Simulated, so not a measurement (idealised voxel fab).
Documented hereafter: the process module known as voxel transistor to metal.
Each square cell in cross-section cut measures 5 nm, and the section as a whole is 150 nm wide.
Format of a cross-section: grid, square cells. Given as bands. Order: top down. Band: one or more rows of cells.
Band entry format. Leading values: height of top, height of bottom, nm. Remainder: materials in left-to-right order, each with its width in nm. Special words: "full width" on a single material, which then fills the band edge to edge; "empty", empty space.
Height datum 0, below which the as-received substrate wafer is one material. Lowest band open at the bottom, running downward: "0 and below".
Per-row width for "30 to 40": begins at first number (top row of band), ends at second number (bottom row), increment between rows held constant.
"everything unchanged" for a step: no cell of the cross-section changed in that step.
Closed empty spaces (no open way to the top) of 8 cells or more are what "Fully closed voids" lists, each as width x height at distance from the left edge, nm for all three.
The remark found on a step's line after its settings is issued by the simulator itself and pertains to that step.
A step's line can hold "overlay nm"; with a mask on that step, the setting says how far right of the planned place the mask lay, while a negative setting says it lay to the left.

LISTED BELOW ARE THE PROCESS STEPS AS PLANNED
1,RECEIVE | material Si
2,OXIDIZE | depth nm 5
3,CONFORMAL_DEP | material SiN | thk nm 10
4,MASKED_ETCH | tone cover | mask id ACTIVE | width nm 100 | etch materials SiN | depth nm 10 | overlay nm 0
5,MASKED_ETCH | tone cover | mask id ACTIVE | width nm 110 | etch materials SiO2 | depth nm 5 | overlay nm 0
6,MASKED_ETCH | tone cover | mask id ACTIVE | width nm 110 | etch materials Si | depth nm 30 | overlay nm 0
7,OXIDIZE | depth nm 5
8,FILL_DEP | material SiO2 | thk nm 10
9,CMP | height nm 10
10,SELECTIVE_ETCH | etch materials SiO2 | depth nm 5
11,STRIP | etch materials SiN
12,SELECTIVE_ETCH | etch materials SiO2 | depth nm 5
13,OXIDIZE | depth nm 5
14,DIRECTIONAL_DEP | material polySi | thk nm 25
15,DIRECTIONAL_DEP | material SiCN | thk nm 10
16,PATTERN | tone cover | mask id GATE | material resist | width nm 30 | thk nm 20 | overlay nm 0
17,DIRECTIONAL_ETCH | etch materials SiCN | depth nm 20
18,DIRECTIONAL_ETCH | etch materials polySi | depth nm 35
19,STRIP | etch materials resist
20,CONFORMAL_DEP | material SiN | thk nm 10
21,DIRECTIONAL_ETCH | etch materials SiN | depth nm 10
22,DIRECTIONAL_ETCH | etch materials SiO2 | depth nm 5
23,EPI | material SiGe | thk nm 5
24,FILL_DEP | material SiO2 | thk nm 5
25,CMP | height nm 20
26,STRIP | etch materials polySi
27,SELECTIVE_ETCH | etch materials SiO2 | depth nm 5
28,CONFORMAL_DEP | material HfO2 | thk nm 5
29,CONFORMAL_DEP | material TiN | thk nm 5
30,FILL_DEP | material W | thk nm 10
31,CMP | height nm 15
32,DIRECTIONAL_DEP | material SiO2 | thk nm 10
33,MASKED_ETCH | tone open | mask id CONTACT | width nm 20 | pitch nm 80 | etch materials SiO2 | depth nm 30 | overlay nm 0
34,CONFORMAL_DEP | material TiN | thk nm 5
35,FILL_DEP | material W | thk nm 10
36,CMP | height nm 25
37,DIRECTIONAL_DEP | material TiN | thk nm 5
38,DIRECTIONAL_DEP | material W | thk nm 20
39,DIRECTIONAL_DEP | material aC | thk nm 15
40,PATTERN | tone cover | mask id METAL_1 | material resist | width nm 20 | pitch nm 80 | thk nm 35 | overlay nm 0
41,DIRECTIONAL_ETCH | etch materials aC | depth nm 15
42,STRIP | etch materials resist
43,DIRECTIONAL_ETCH | etch materials W | depth nm 20
44,DIRECTIONAL_ETCH | etch materials TiN | depth nm 5
45,STRIP | etch materials aC
46,CONFORMAL_DEP | material SiN | thk nm 5
47,FILL_DEP | material lowk | thk nm 10
48,CMP | height nm 50
49,CONFORMAL_DEP | material SiN | thk nm 5
It is noted that the wafers described herein are identical at the outset and are distinguished by the width nm of step 4; the value stated in the plan corresponds to the first wafer.

INCOMING STATE OF THE FIRST OF SEVERAL WAFERS IN CROSS-SECTION: AFTER STEP 1
  0 and below  Si full width
  Fully closed voids: none

POST STEP 49, THE CLOSING STEP OF THE MODULE: FIRST OF SEVERAL WAFERS, CROSS-SECTIONED
  55 down to 50  SiN full width
  50 down to 30  lowk 20  SiN 5  W 20  SiN 5  lowk 50  SiN 5  W 20  SiN 5  lowk 20
  30 down to 25  SiN 25  TiN 20  SiN 60  TiN 20  SiN 25
  25 down to 15  SiO2 25  TiN 5  W 10  TiN 5  SiO2 60  TiN 5  W 10  TiN 5  SiO2 25
  15 down to 5  SiO2 25  TiN 5  W 10  TiN 5  SiO2 5  SiN 10  HfO2 5  TiN 5  W 10  TiN 5  HfO2 5  SiN 10  SiO2 5  TiN 5  W 10  TiN 5  SiO2 25
  5 down to 0  SiO2 25  TiN 10  W 5  TiN 5  SiO2 5  SiN 10  HfO2 5  TiN 5  W 10  TiN 5  HfO2 5  SiN 10  SiO2 5  TiN 5  W 5  TiN 10  SiO2 25
  0 down to -5  SiO2 20  SiN 10  TiN 15  SiO2 5  SiN 10  HfO2 5  TiN 20  HfO2 5  SiN 10  SiO2 5  TiN 15  SiN 10  SiO2 20
  -5 down to -10  SiO2 30  SiGe 20  SiO2 5  HfO2 40  SiO2 5  SiGe 20  SiO2 30
  -10 down to -40  SiO2 25  Si 100  SiO2 25
  -40 and below  Si full width
  Fully closed voids: none

FINAL WAFER OF SEVERAL, SHOWN IN CROSS-SECTION AT THE END OF THE MODULE
  55 down to 50  SiN full width
  50 down to 30  lowk 20  SiN 5  W 20  SiN 5  lowk 50  SiN 5  W 20  SiN 5  lowk 20
  30 down to 25  SiN 25  TiN 20  SiN 60  TiN 20  SiN 25
  25 down to 15  SiO2 25  TiN 5  W 10  TiN 5  SiO2 60  TiN 5  W 10  TiN 5  SiO2 25
  15 down to 0  SiO2 25  TiN 5  W 10  TiN 5  SiO2 5  SiN 10  HfO2 5  TiN 5  W 10  TiN 5  HfO2 5  SiN 10  SiO2 5  TiN 5  W 10  TiN 5  SiO2 25
  0 down to -5  SiO2 10  SiN 10  SiO2 5  TiN 20  SiO2 5  SiN 10  HfO2 5  TiN 20  HfO2 5  SiN 10  SiO2 5  TiN 20  SiO2 5  SiN 10  SiO2 10
  -5 down to -10  SiO2 20  SiGe 30  SiO2 5  HfO2 40  SiO2 5  SiGe 30  SiO2 20
  -10 down to -40  SiO2 20  Si 110  SiO2 20
  -40 and below  Si full width
  Fully closed voids: none

WAFER ROWS, END OF MODULE: CELLS PER MATERIAL GAINED (+) OR LOST (-) SINCE RECEIPT; CLOSED VOIDS LAST
width nm 100, +16 HfO2, -120 Si, +8 SiGe, +88 SiN, +164 SiO2, +46 TiN, +56 W, +72 lowk, Fully closed voids: none
width nm 105, +16 HfO2, -120 Si, +9 SiGe, +88 SiN, +162 SiO2, +46 TiN, +57 W, +72 lowk, Fully closed voids: none
width nm 110, +16 HfO2, -120 Si, +10 SiGe, +88 SiN, +160 SiO2, +46 TiN, +58 W, +72 lowk, Fully closed voids: none
width nm 115, +16 HfO2, -114 Si, +11 SiGe, +88 SiN, +153 SiO2, +46 TiN, +58 W, +72 lowk, Fully closed voids: none
width nm 120, +16 HfO2, -108 Si, +12 SiGe, +88 SiN, +146 SiO2, +46 TiN, +58 W, +72 lowk, Fully closed voids: none
